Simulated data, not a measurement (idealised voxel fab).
Module name: voxel trench capacitor (process module)
It is cross-section cut that appears here, measuring 225 nm in width, its square cells being 5 nm in size.
Bands, listed from the top down, are how a cross-section gets written in this document; the cross-section itself is a grid of square cells, and a band is one or more rows of them.
Basically the band line says how high the top is and how high the bottom is, in nm, and then what's in it from left to right, every material with its width in nm. Empty space shows up as "empty", and if a single material carries "edge to edge" it runs the full band edge to edge.
All heights in this document are referenced to 0, defined as the level beneath which the wafer, as received, consists entirely of one material. The lowest band is not bounded below; it extends indefinitely downward and is written in the form "z 0 and below".
Graded width ("30 to 40"): value in top row of band = first number; value in bottom row = second number; row-to-row change constant.
Where the words "changes: none" appear for a step, the cross-section shows no cell changed by that step; every cell remained as before.
Empty spaces counting at least 8 cells and having no open way to the top are listed in "Unvented voids". The notation width x height at distance is used for each, the distance being from the left edge and all three values in nm.
Where a step's line continues beyond its settings, the continuation is a remark by the simulator itself on that step.
Each step line may optionally specify "overlay nm", which for a step with a mask gives the rightward distance between the mask's planned place and where it lay, a negative value indicating the leftward direction.
[Process steps foreseen in the plan]
step 1: RECEIVE,material Si
step 2: CONFORMAL_DEP,material SiN,thk nm 5
step 3: PATTERN,tone open,mask id TRENCH,material resist,width nm 25,pitch nm 50,thk nm 20,overlay nm 0
step 4: DIRECTIONAL_ETCH,etch materials SiN,depth nm 5
step 5: DIRECTIONAL_ETCH,etch materials Si,depth nm 35
step 6: STRIP,etch materials resist
step 7: CONFORMAL_DEP,material Al2O3,thk nm 5
step 8: FILL_DEP,material polySi,thk nm 5
step 9: CMP,height nm 5
[Delivered wafer in cross-section: state after step 1]
    z 0 and below  Si edge to edge
    Unvented voids: none
[Cross-section: first of two wafers, module finished, run according to plan]
    z 5 to 0  SiN 50, then Al2O3 5, then polySi 15, then Al2O3 5, then SiN 25, then Al2O3 5, then polySi 15, then Al2O3 5, then SiN 25, then Al2O3 5, then polySi 15, then Al2O3 5, then SiN 50
    z 0 to -30  Si 50, then Al2O3 5, then polySi 15, then Al2O3 5, then Si 25, then Al2O3 5, then polySi 15, then Al2O3 5, then Si 25, then Al2O3 5, then polySi 15, then Al2O3 5, then Si 50
    z -30 to -35  Si 50, then Al2O3 25, then Si 25, then Al2O3 25, then Si 25, then Al2O3 25, then Si 50
    z -35 and below  Si edge to edge
    Unvented voids: none
[Second wafer cross-section at end of module - shared start and plan with the first, one mistake in the run]
    z 5 to 0  SiN 50, then Al2O3 5, then polySi 15, then Al2O3 5, then SiN 25, then Al2O3 5, then polySi 15, then Al2O3 5, then SiN 25, then Al2O3 5, then polySi 15, then Al2O3 5, then SiN 50
    z 0 to -35  Si 50, then Al2O3 5, then polySi 15, then Al2O3 5, then Si 25, then Al2O3 5, then polySi 15, then Al2O3 5, then Si 25, then Al2O3 5, then polySi 15, then Al2O3 5, then Si 50
    z -35 to -40  Si 50, then Al2O3 25, then Si 25, then Al2O3 25, then Si 25, then Al2O3 25, then Si 50
    z -40 and below  Si edge to edge
    Unvented voids: none
Deviation from plan: step 5 did not use the planned setting and instead ran as DIRECTIONAL_ETCH,etch materials Si,depth nm 40
Final difference in cells, second wafer against first, listed per material as more or fewer: 6 more of Al2O3; 15 fewer of Si; 9 more of polySi
